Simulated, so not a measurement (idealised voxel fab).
The name of this process module is voxel transistor to metal.
It is cross-section cut that appears here, measuring 270 nm in width, its square cells being 5 nm in size.
Bands, listed from the top down, are how a cross-section gets written in this document; the cross-section itself is a grid of square cells, and a band is one or more rows of them. First you get the band's top height and its bottom height, in nm, and then the materials it's made of, left to right, with each width in nm. If you see a single material with "everywhere", that one covers the band edge to edge. "air" is empty space. A quick word on heights: they are counted from 0, and under that level the wafer as it came to us is one material throughout. The lowest band is different from the rest in having no bottom; it simply continues downward, written as in "0 -> down". Quick explanation for "30..40": the width changes in equal steps down the rows of cells, from the first number in the band's top row to the second number in its bottom row. Given "nothing was modified" for a step, no cell of the cross-section differs between before and after that step. In "Sealed internal voids" the enclosed voids are listed, meaning empty spaces of 8 cells or larger without any opening to the top. The form is width x height at distance, distance from the left edge, units nm. Anything after a step's settings on that line? It's the simulator's own note about the step. overlay nm: how far to the right of its planned place the mask lay on this masked step (negative: to the left).

[Planned process steps]
- 1: RECEIVE (material Si)
- 2: OXIDIZE (depth nm 5)
- 3: CONFORMAL_DEP (material SiN; thk nm 15)
- 4: DIRECTIONAL_DEP (material aC; thk nm 10)
- 5: PATTERN (tone cover; mask id ACTIVE; material resist; width nm 105; pitch nm 135; thk nm 30; overlay nm 0)
- 6: DIRECTIONAL_ETCH (etch materials aC; depth nm 10)
- 7: STRIP (etch materials resist)
- 8: DIRECTIONAL_ETCH (etch materials SiN; depth nm 15)
- 9: DIRECTIONAL_ETCH (etch materials SiO2; depth nm 5)
- 10: DIRECTIONAL_ETCH (etch materials Si; depth nm 35)
- 11: STRIP (etch materials aC)
- 12: OXIDIZE (depth nm 5)
- 13: FILL_DEP (material SiO2; thk nm 15)
- 14: CMP (height nm 15)
- 15: SELECTIVE_ETCH (etch materials SiO2; depth nm 15)
- 16: STRIP (etch materials SiN)
- 17: SELECTIVE_ETCH (etch materials SiO2; depth nm 5)
- 18: OXIDIZE (depth nm 5)
- 19: DIRECTIONAL_DEP (material polySi; thk nm 25)
- 20: DIRECTIONAL_DEP (material SiCN; thk nm 10)
- 21: PATTERN (tone cover; mask id GATE; material resist; width nm 25; pitch nm 135; thk nm 15; overlay nm 0)
- 22: DIRECTIONAL_ETCH (etch materials SiCN; depth nm 20)
- 23: DIRECTIONAL_ETCH (etch materials polySi; depth nm 35)
- 24: STRIP (etch materials resist)
- 25: CONFORMAL_DEP (material SiO2; thk nm 5)
- 26: DIRECTIONAL_ETCH (etch materials SiO2; depth nm 5)
- 27: CONFORMAL_DEP (material SiN; thk nm 5)
- 28: DIRECTIONAL_ETCH (etch materials SiN; depth nm 5)
- 29: DIRECTIONAL_ETCH (etch materials SiO2; depth nm 5)
- 30: DIRECTIONAL_ETCH (etch materials Si; depth nm 10)
- 31: EPI (material pSi; thk nm 15)
- 32: FILL_DEP (material SiO2; thk nm 5)
- 33: CMP (height nm 30)
- 34: DIRECTIONAL_DEP (material SiO2; thk nm 10)
- 35: MASKED_ETCH (tone open; mask id CONTACT; width nm 15; etch materials SiO2; depth nm 45; overlay nm 0)
- 36: CONFORMAL_DEP (material TiN; thk nm 5)
- 37: FILL_DEP (material W; thk nm 10)
- 38: CMP (height nm 40)
- 39: DIRECTIONAL_DEP (material TiN; thk nm 5)
- 40: DIRECTIONAL_DEP (material W; thk nm 25)
- 41: PATTERN (tone cover; mask id METAL_1; material resist; width nm 15; thk nm 20; overlay nm 0)
- 42: DIRECTIONAL_ETCH (etch materials W; depth nm 25)
- 43: DIRECTIONAL_ETCH (etch materials TiN; depth nm 5)
- 44: STRIP (etch materials resist)
- 45: CONFORMAL_DEP (material SiCN; thk nm 5)
- 46: FILL_DEP (material SiO2; thk nm 5)
- 47: CMP (height nm 70)
- 48: CONFORMAL_DEP (material SiCN; thk nm 5)

[First of two wafers: run as planned]

[Incoming wafer in cross-section (state: after step 1)]
	0 -> down | Si everywhere
	Sealed internal voids: none

[Cross-section of the wafer subsequent to step 2]
	0 -> -5 | SiO2 everywhere
	Everything under -5 stays put, no change at all.

[Cross-section of the wafer subsequent to step 3]
	15 -> 0 | SiN everywhere
	Everything under 0 stays put, no change at all.

[Cross-section of the wafer subsequent to step 4]
	25 -> 15 | aC everywhere
	Everything under 15 stays put, no change at all.

[Cross-section of the wafer subsequent to step 5]
	55 -> 25 | air=15  resist=105  air=30  resist=105  air=15
	Everything under 25 stays put, no change at all.

[Cross-section of the wafer subsequent to step 6]
	45 -> 25 | air=15  resist=105  air=30  resist=105  air=15
	25 -> 15 | air=15  aC=105  air=30  aC=105  air=15
	Everything under 15 stays put, no change at all.

[Cross-section of the wafer subsequent to step 7]
	25 -> 15 | air=15  aC=105  air=30  aC=105  air=15
	Everything under 15 stays put, no change at all.

[Cross-section of the wafer subsequent to step 8]
	25 -> 15 | air=15  aC=105  air=30  aC=105  air=15
	15 -> 0 | air=15  SiN=105  air=30  SiN=105  air=15
	Everything under 0 stays put, no change at all.

[Cross-section of the wafer subsequent to step 9]
	25 -> 15 | air=15  aC=105  air=30  aC=105  air=15
	15 -> 0 | air=15  SiN=105  air=30  SiN=105  air=15
	0 -> -5 | air=15  SiO2=105  air=30  SiO2=105  air=15
	Everything under -5 stays put, no change at all.

[Cross-section of the wafer subsequent to step 10]
	25 -> 15 | air=15  aC=105  air=30  aC=105  air=15
	15 -> 0 | air=15  SiN=105  air=30  SiN=105  air=15
	0 -> -5 | air=15  SiO2=105  air=30  SiO2=105  air=15
	-5 -> -40 | air=15  Si=105  air=30  Si=105  air=15
	Everything under -40 stays put, no change at all.

[Cross-section of the wafer subsequent to step 11]
	15 -> 0 | air=15  SiN=105  air=30  SiN=105  air=15
	Everything under 0 stays put, no change at all.

[Cross-section of the wafer subsequent to step 12]
	15 -> 0 | air=15  SiN=105  air=30  SiN=105  air=15
	0 -> -5 | air=15  SiO2=105  air=30  SiO2=105  air=15
	-5 -> -40 | air=15  SiO2=5  Si=95  SiO2=5  air=30  SiO2=5  Si=95  SiO2=5  air=15
	-40 -> -45 | SiO2=20  Si=95  SiO2=40  Si=95  SiO2=20
	Everything under -45 stays put, no change at all.

[Cross-section of the wafer subsequent to step 13]
	30 -> 15 | SiO2 everywhere
	15 -> 0 | SiO2=15  SiN=105  SiO2=30  SiN=105  SiO2=15
	0 -> -5 | SiO2 everywhere
	-5 -> -45 | SiO2=20  Si=95  SiO2=40  Si=95  SiO2=20
	Everything under -45 stays put, no change at all.

[Cross-section of the wafer subsequent to step 14]
	15 -> 0 | SiO2=15  SiN=105  SiO2=30  SiN=105  SiO2=15
	Everything under 0 stays put, no change at all.

[Cross-section of the wafer subsequent to step 15]
	15 -> 0 | air=15  SiN=105  air=30  SiN=105  air=15
	Everything under 0 stays put, no change at all.

[Cross-section of the wafer subsequent to step 16]
	0 -> -5 | SiO2 everywhere
	Everything under -5 stays put, no change at all.

[Cross-section of the wafer subsequent to step 17]
	-5 -> -45 | SiO2=20  Si=95  SiO2=40  Si=95  SiO2=20
	Everything under -45 stays put, no change at all.

[Cross-section of the wafer subsequent to step 18]
	-5 -> -10 | SiO2 everywhere
	Everything under -10 stays put, no change at all.

[Cross-section of the wafer subsequent to step 19]
	20 -> -5 | polySi everywhere
	Everything under -5 stays put, no change at all.

[Cross-section of the wafer subsequent to step 20]
	30 -> 20 | SiCN everywhere
	Everything under 20 stays put, no change at all.

[Cross-section of the wafer subsequent to step 21]
	45 -> 30 | air=55  resist=25  air=110  resist=25  air=55
	Everything under 30 stays put, no change at all.

[Cross-section of the wafer subsequent to step 22]
	45 -> 30 | air=55  resist=25  air=110  resist=25  air=55
	30 -> 20 | air=55  SiCN=25  air=110  SiCN=25  air=55
	Everything under 20 stays put, no change at all.

[Cross-section of the wafer subsequent to step 23]
	45 -> 30 | air=55  resist=25  air=110  resist=25  air=55
	30 -> 20 | air=55  SiCN=25  air=110  SiCN=25  air=55
	20 -> -5 | air=55  polySi=25  air=110  polySi=25  air=55
	Everything under -5 stays put, no change at all.

[Cross-section of the wafer subsequent to step 24]
	30 -> 20 | air=55  SiCN=25  air=110  SiCN=25  air=55
	Everything under 20 stays put, no change at all.

[Cross-section of the wafer subsequent to step 25]
	35 -> 30 | air=50  SiO2=35  air=100  SiO2=35  air=50
	30 -> 20 | air=50  SiO2=5  SiCN=25  SiO2=5  air=100  SiO2=5  SiCN=25  SiO2=5  air=50
	20 -> 0 | air=50  SiO2=5  polySi=25  SiO2=5  air=100  SiO2=5  polySi=25  SiO2=5  air=50
	0 -> -5 | SiO2=55  polySi=25  SiO2=110  polySi=25  SiO2=55
	Everything under -5 stays put, no change at all.

[Cross-section of the wafer subsequent to step 26]
	30 -> 20 | air=50  SiO2=5  SiCN=25  SiO2=5  air=100  SiO2=5  SiCN=25  SiO2=5  air=50
	20 -> -5 | air=50  SiO2=5  polySi=25  SiO2=5  air=100  SiO2=5  polySi=25  SiO2=5  air=50
	Everything under -5 stays put, no change at all.

[Cross-section of the wafer subsequent to step 27]
	35 -> 30 | air=45  SiN=45  air=90  SiN=45  air=45
	30 -> 20 | air=45  SiN=5  SiO2=5  SiCN=25  SiO2=5  SiN=5  air=90  SiN=5  SiO2=5  SiCN=25  SiO2=5  SiN=5  air=45
	20 -> 0 | air=45  SiN=5  SiO2=5  polySi=25  SiO2=5  SiN=5  air=90  SiN=5  SiO2=5  polySi=25  SiO2=5  SiN=5  air=45
	0 -> -5 | SiN=50  SiO2=5  polySi=25  SiO2=5  SiN=100  SiO2=5  polySi=25  SiO2=5  SiN=50
	Everything under -5 stays put, no change at all.

[Cross-section of the wafer subsequent to step 28]
	30 -> 20 | air=45  SiN=5  SiO2=5  SiCN=25  SiO2=5  SiN=5  air=90  SiN=5  SiO2=5  SiCN=25  SiO2=5  SiN=5  air=45
	20 -> -5 | air=45  SiN=5  SiO2=5  polySi=25  SiO2=5  SiN=5  air=90  SiN=5  SiO2=5  polySi=25  SiO2=5  SiN=5  air=45
	Everything under -5 stays put, no change at all.

[Cross-section of the wafer subsequent to step 29]
	30 -> 25 | air=45  SiN=5  air=5  SiCN=25  air=5  SiN=5  air=90  SiN=5  air=5  SiCN=25  air=5  SiN=5  air=45
	25 -> 20 | air=45  SiN=5  SiO2=5  SiCN=25  SiO2=5  SiN=5  air=90  SiN=5  SiO2=5  SiCN=25  SiO2=5  SiN=5  air=45
	20 -> -5 | air=45  SiN=5  SiO2=5  polySi=25  SiO2=5  SiN=5  air=90  SiN=5  SiO2=5  polySi=25  SiO2=5  SiN=5  air=45
	-5 -> -10 | air=45  SiO2=45  air=90  SiO2=45  air=45
	Everything under -10 stays put, no change at all.

[Cross-section of the wafer subsequent to step 30]
	30 -> 25 | air=45  SiN=5  air=5  SiCN=25  air=5  SiN=5  air=90  SiN=5  air=5  SiCN=25  air=5  SiN=5  air=45
	25 -> 20 | air=45  SiN=5  SiO2=5  SiCN=25  SiO2=5  SiN=5  air=90  SiN=5  SiO2=5  SiCN=25  SiO2=5  SiN=5  air=45
	20 -> -5 | air=45  SiN=5  SiO2=5  polySi=25  SiO2=5  SiN=5  air=90  SiN=5  SiO2=5  polySi=25  SiO2=5  SiN=5  air=45
	-5 -> -10 | air=45  SiO2=45  air=90  SiO2=45  air=45
	-10 -> -20 | SiO2=20  air=25  Si=45  air=25  SiO2=40  air=25  Si=45  air=25  SiO2=20
	Everything under -20 stays put, no change at all.

[Cross-section of the wafer subsequent to step 31]
	30 -> 25 | air=45  SiN=5  air=5  SiCN=25  air=5  SiN=5  air=90  SiN=5  air=5  SiCN=25  air=5  SiN=5  air=45
	25 -> 20 | air=45  SiN=5  SiO2=5  SiCN=25  SiO2=5  SiN=5  air=90  SiN=5  SiO2=5  SiCN=25  SiO2=5  SiN=5  air=45
	20 -> 5 | air=45  SiN=5  SiO2=5  polySi=25  SiO2=5  SiN=5  air=90  SiN=5  SiO2=5  polySi=25  SiO2=5  SiN=5  air=45
	5 -> -5 | air=30  pSi=15  SiN=5  SiO2=5  polySi=25  SiO2=5  SiN=5  pSi=15  air=60  pSi=15  SiN=5  SiO2=5  polySi=25  SiO2=5  SiN=5  pSi=15  air=30
	-5 -> -10 | air=15  pSi=30  SiO2=45  pSi=30  air=30  pSi=30  SiO2=45  pSi=30  air=15
	-10 -> -20 | SiO2=20  pSi=25  Si=45  pSi=25  SiO2=40  pSi=25  Si=45  pSi=25  SiO2=20
	Everything under -20 stays put, no change at all.

[Cross-section of the wafer subsequent to step 32]
	35 -> 30 | SiO2 everywhere
	30 -> 20 | SiO2=45  SiN=5  SiO2=5  SiCN=25  SiO2=5  SiN=5  SiO2=90  SiN=5  SiO2=5  SiCN=25  SiO2=5  SiN=5  SiO2=45
	20 -> 5 | SiO2=45  SiN=5  SiO2=5  polySi=25  SiO2=5  SiN=5  SiO2=90  SiN=5  SiO2=5  polySi=25  SiO2=5  SiN=5  SiO2=45
	5 -> -5 | SiO2=30  pSi=15  SiN=5  SiO2=5  polySi=25  SiO2=5  SiN=5  pSi=15  SiO2=60  pSi=15  SiN=5  SiO2=5  polySi=25  SiO2=5  SiN=5  pSi=15  SiO2=30
	-5 -> -10 | SiO2=15  pSi=30  SiO2=45  pSi=30  SiO2=30  pSi=30  SiO2=45  pSi=30  SiO2=15
	Everything under -10 stays put, no change at all.

[Cross-section of the wafer subsequent to step 33]
	30 -> 20 | SiO2=45  SiN=5  SiO2=5  SiCN=25  SiO2=5  SiN=5  SiO2=90  SiN=5  SiO2=5  SiCN=25  SiO2=5  SiN=5  SiO2=45
	Everything under 20 stays put, no change at all.

[Cross-section of the wafer subsequent to step 34]
	40 -> 30 | SiO2 everywhere
	Everything under 30 stays put, no change at all.

[Cross-section of the wafer subsequent to step 35]
	40 -> 30 | SiO2=20  air=15  SiO2=65  air=15  SiO2=40  air=15  SiO2=65  air=15  SiO2=20
	30 -> 20 | SiO2=20  air=15  SiO2=10  SiN=5  SiO2=5  SiCN=25  SiO2=5  SiN=5  SiO2=10  air=15  SiO2=40  air=15  SiO2=10  SiN=5  SiO2=5  SiCN=25  SiO2=5  SiN=5  SiO2=10  air=15  SiO2=20
	20 -> 5 | SiO2=20  air=15  SiO2=10  SiN=5  SiO2=5  polySi=25  SiO2=5  SiN=5  SiO2=10  air=15  SiO2=40  air=15  SiO2=10  SiN=5  SiO2=5  polySi=25  SiO2=5  SiN=5  SiO2=10  air=15  SiO2=20
	5 -> -5 | SiO2=20  air=10  pSi=15  SiN=5  SiO2=5  polySi=25  SiO2=5  SiN=5  pSi=15  air=10  SiO2=40  air=10  pSi=15  SiN=5  SiO2=5  polySi=25  SiO2=5  SiN=5  pSi=15  air=10  SiO2=20
	Everything under -5 stays put, no change at all.

[Cross-section of the wafer subsequent to step 36]
	45 -> 40 | TiN=25  air=5  TiN=75  air=5  TiN=50  air=5  TiN=75  air=5  TiN=25
	40 -> 30 | SiO2=20  TiN=5  air=5  TiN=5  SiO2=65  TiN=5  air=5  TiN=5  SiO2=40  TiN=5  air=5  TiN=5  SiO2=65  TiN=5  air=5  TiN=5  SiO2=20
	30 -> 20 | SiO2=20  TiN=5  air=5  TiN=5  SiO2=10  SiN=5  SiO2=5  SiCN=25  SiO2=5  SiN=5  SiO2=10  TiN=5  air=5  TiN=5  SiO2=40  TiN=5  air=5  TiN=5  SiO2=10  SiN=5  SiO2=5  SiCN=25  SiO2=5  SiN=5  SiO2=10  TiN=5  air=5  TiN=5  SiO2=20
	20 -> 10 | SiO2=20  TiN=5  air=5  TiN=5  SiO2=10  SiN=5  SiO2=5  polySi=25  SiO2=5  SiN=5  SiO2=10  TiN=5  air=5  TiN=5  SiO2=40  TiN=5  air=5  TiN=5  SiO2=10  SiN=5  SiO2=5  polySi=25  SiO2=5  SiN=5  SiO2=10  TiN=5  air=5  TiN=5  SiO2=20
	10 -> 5 | SiO2=20  TiN=15  SiO2=10  SiN=5  SiO2=5  polySi=25  SiO2=5  SiN=5  SiO2=10  TiN=15  SiO2=40  TiN=15  SiO2=10  SiN=5  SiO2=5  polySi=25  SiO2=5  SiN=5  SiO2=10  TiN=15  SiO2=20
	5 -> -5 | SiO2=20  TiN=10  pSi=15  SiN=5  SiO2=5  polySi=25  SiO2=5  SiN=5  pSi=15  TiN=10  SiO2=40  TiN=10  pSi=15  SiN=5  SiO2=5  polySi=25  SiO2=5  SiN=5  pSi=15  TiN=10  SiO2=20
	Everything under -5 stays put, no change at all.

[Cross-section of the wafer subsequent to step 37]
	55 -> 45 | W everywhere
	45 -> 40 | TiN=25  W=5  TiN=75  W=5  TiN=50  W=5  TiN=75  W=5  TiN=25
	40 -> 30 | SiO2=20  TiN=5  W=5  TiN=5  SiO2=65  TiN=5  W=5  TiN=5  SiO2=40  TiN=5  W=5  TiN=5  SiO2=65  TiN=5  W=5  TiN=5  SiO2=20
	30 -> 20 | SiO2=20  TiN=5  W=5  TiN=5  SiO2=10  SiN=5  SiO2=5  SiCN=25  SiO2=5  SiN=5  SiO2=10  TiN=5  W=5  TiN=5  SiO2=40  TiN=5  W=5  TiN=5  SiO2=10  SiN=5  SiO2=5  SiCN=25  SiO2=5  SiN=5  SiO2=10  TiN=5  W=5  TiN=5  SiO2=20
	20 -> 10 | SiO2=20  TiN=5  W=5  TiN=5  SiO2=10  SiN=5  SiO2=5  polySi=25  SiO2=5  SiN=5  SiO2=10  TiN=5  W=5  TiN=5  SiO2=40  TiN=5  W=5  TiN=5  SiO2=10  SiN=5  SiO2=5  polySi=25  SiO2=5  SiN=5  SiO2=10  TiN=5  W=5  TiN=5  SiO2=20
	Everything under 10 stays put, no change at all.

[Cross-section of the wafer subsequent to step 38]
	40 -> 30 | SiO2=20  TiN=5  W=5  TiN=5  SiO2=65  TiN=5  W=5  TiN=5  SiO2=40  TiN=5  W=5  TiN=5  SiO2=65  TiN=5  W=5  TiN=5  SiO2=20
	Everything under 30 stays put, no change at all.

[Cross-section of the wafer subsequent to step 39]
	45 -> 40 | TiN everywhere
	Everything under 40 stays put, no change at all.

[Cross-section of the wafer subsequent to step 40]
	70 -> 45 | W everywhere
	Everything under 45 stays put, no change at all.

[Cross-section of the wafer subsequent to step 41]
	90 -> 70 | air=20  resist=15  air=65  resist=15  air=40  resist=15  air=65  resist=15  air=20
	Everything under 70 stays put, no change at all.

[Cross-section of the wafer subsequent to step 42]
	90 -> 70 | air=20  resist=15  air=65  resist=15  air=40  resist=15  air=65  resist=15  air=20
	70 -> 45 | air=20  W=15  air=65  W=15  air=40  W=15  air=65  W=15  air=20
	Everything under 45 stays put, no change at all.

[Cross-section of the wafer subsequent to step 43]
	90 -> 70 | air=20  resist=15  air=65  resist=15  air=40  resist=15  air=65  resist=15  air=20
	70 -> 45 | air=20  W=15  air=65  W=15  air=40  W=15  air=65  W=15  air=20
	45 -> 40 | air=20  TiN=15  air=65  TiN=15  air=40  TiN=15  air=65  TiN=15  air=20
	Everything under 40 stays put, no change at all.

[Cross-section of the wafer subsequent to step 44]
	70 -> 45 | air=20  W=15  air=65  W=15  air=40  W=15  air=65  W=15  air=20
	Everything under 45 stays put, no change at all.

[Cross-section of the wafer subsequent to step 45]
	75 -> 70 | air=15  SiCN=25  air=55  SiCN=25  air=30  SiCN=25  air=55  SiCN=25  air=15
	70 -> 45 | air=15  SiCN=5  W=15  SiCN=5  air=55  SiCN=5  W=15  SiCN=5  air=30  SiCN=5  W=15  SiCN=5  air=55  SiCN=5  W=15  SiCN=5  air=15
	45 -> 40 | SiCN=20  TiN=15  SiCN=65  TiN=15  SiCN=40  TiN=15  SiCN=65  TiN=15  SiCN=20
	Everything under 40 stays put, no change at all.

[Cross-section of the wafer subsequent to step 46]
	80 -> 75 | SiO2 everywhere
	75 -> 70 | SiO2=15  SiCN=25  SiO2=55  SiCN=25  SiO2=30  SiCN=25  SiO2=55  SiCN=25  SiO2=15
	70 -> 45 | SiO2=15  SiCN=5  W=15  SiCN=5  SiO2=55  SiCN=5  W=15  SiCN=5  SiO2=30  SiCN=5  W=15  SiCN=5  SiO2=55  SiCN=5  W=15  SiCN=5  SiO2=15
	Everything under 45 stays put, no change at all.

[Cross-section of the wafer subsequent to step 47]
	70 -> 45 | SiO2=15  SiCN=5  W=15  SiCN=5  SiO2=55  SiCN=5  W=15  SiCN=5  SiO2=30  SiCN=5  W=15  SiCN=5  SiO2=55  SiCN=5  W=15  SiCN=5  SiO2=15
	Everything under 45 stays put, no change at all.

[Cross-section of the wafer subsequent to step 48]
	75 -> 70 | SiCN everywhere
	Everything under 70 stays put, no change at all.

[Wafer two. Identical start, identical plan. One mistake in execution. Identical history through step 38]

[The second wafer cut through, at the time step 39 was supposed to be finished]
	65 -> 40 | W everywhere
	Everything under 40 stays put, no change at all.

[The second wafer cut through, at the time step 40 was supposed to be finished]
	70 -> 65 | TiN everywhere
	Everything under 65 stays put, no change at all.

[The second wafer cut through, at the time step 41 was supposed to be finished]
	90 -> 70 | air=20  resist=15  air=65  resist=15  air=40  resist=15  air=65  resist=15  air=20
	Everything under 70 stays put, no change at all.

The second wafer cut through, at the time step 42 was supposed to be finished: nothing was modified

[The second wafer cut through, at the time step 43 was supposed to be finished]
	90 -> 70 | air=20  resist=15  air=65  resist=15  air=40  resist=15  air=65  resist=15  air=20
	70 -> 65 | air=20  TiN=15  air=65  TiN=15  air=40  TiN=15  air=65  TiN=15  air=20
	Everything under 65 stays put, no change at all.

[The second wafer cut through, at the time step 44 was supposed to be finished]
	70 -> 65 | air=20  TiN=15  air=65  TiN=15  air=40  TiN=15  air=65  TiN=15  air=20
	Everything under 65 stays put, no change at all.

[The second wafer cut through, at the time step 45 was supposed to be finished]
	75 -> 70 | air=15  SiCN=25  air=55  SiCN=25  air=30  SiCN=25  air=55  SiCN=25  air=15
	70 -> 65 | SiCN=20  TiN=15  SiCN=65  TiN=15  SiCN=40  TiN=15  SiCN=65  TiN=15  SiCN=20
	Everything under 65 stays put, no change at all.

[The second wafer cut through, at the time step 46 was supposed to be finished]
	80 -> 75 | SiO2 everywhere
	75 -> 70 | SiO2=15  SiCN=25  SiO2=55  SiCN=25  SiO2=30  SiCN=25  SiO2=55  SiCN=25  SiO2=15
	Everything under 70 stays put, no change at all.

[The second wafer cut through, at the time step 47 was supposed to be finished]
	70 -> 65 | SiCN=20  TiN=15  SiCN=65  TiN=15  SiCN=40  TiN=15  SiCN=65  TiN=15  SiCN=20
	Everything under 65 stays put, no change at all.

[The second wafer cut through, at the time step 48 was supposed to be finished]
	75 -> 70 | SiCN everywhere
	Everything under 70 stays put, no change at all.
What broke from the plan during processing? mixed up steps 39 and 40 - ran each in the other's place
Count the cells at the end and the second wafer has more or fewer of some materials than the first: SiCN: 40 fewer, SiO2: 170 fewer, W: 210 more
